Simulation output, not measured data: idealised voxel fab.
process module | voxel ribs on slabs
cross-section cut | 290 nm wide | cells 5 nm
A cross-section is a grid of square cells, given in bands from the top down. A band is one or more rows of cells.
Each band's line starts with the height of the band's top and of its bottom, in nm. Then come its materials from left to right, each with its width in nm. One material with "throughout" fills the band from edge to edge. "air" is empty space.
Height 0 is the level under which the wafer as received is all one material. The lowest band goes on downwards, as in "0 down".
A width such as "30 to 40" changes by the same amount from each row of cells to the next, from the band's top row to its bottom row.
"no change" after a step means that no cell of the cross-section changed.
closed voids: empty space of 8 cells or more with no open way to the top, each as width x height at its distance from the left edge, in nm
after a step's settings: what the simulator itself notes on the step
overlay nm, on a step with a mask: how far to the right of its planned place the mask lay; to the left if negative
plan
1 op RECEIVE | material Si
2 op DIRECTIONAL_DEP | material SiO2 | thk nm 30
3 op DIRECTIONAL_DEP | material SiN | thk nm 15
4 op MASKED_ETCH | tone cover | mask id RIB | width nm 25 | etch materials SiN | depth nm 10 | overlay nm 0
5 op MASKED_ETCH | tone cover | mask id SLAB | width nm 65 | etch materials SiN | depth nm 5 | overlay nm 0
6 op FILL_DEP | material SiO2 | thk nm 15
7 op CMP | height nm 55
8 op DIRECTIONAL_DEP | material TiN | thk nm 10
9 op DIRECTIONAL_DEP | material aC | thk nm 10
10 op PATTERN | tone cover | mask id HEATER | material resist | width nm 25 | thk nm 25 | overlay nm 0
11 op DIRECTIONAL_ETCH | etch materials aC | depth nm 10
12 op STRIP | etch materials resist
13 op DIRECTIONAL_ETCH | etch materials TiN | depth nm 10
14 op STRIP | etch materials aC
15 op CONFORMAL_DEP | material SiO2 | thk nm 5
varied across the wafers: width nm of step 10. The plan shows the first wafer's value. All wafers start alike
first wafer as received, after step 1
  0 down: Si throughout
  closed voids: none
each wafer at the end: cells of each material gained (+) or lost (-) since it was received, then its closed voids
width nm 25 | +23 SiN | +677 SiO2 | +10 TiN | closed voids: none
width nm 30 | +23 SiN | +677 SiO2 | +12 TiN | closed voids: none
width nm 35 | +23 SiN | +677 SiO2 | +14 TiN | closed voids: none
width nm 40 | +23 SiN | +677 SiO2 | +16 TiN | closed voids: none
width nm 45 | +23 SiN | +677 SiO2 | +18 TiN | closed voids: none
width nm 50 | +23 SiN | +677 SiO2 | +20 TiN | closed voids: none
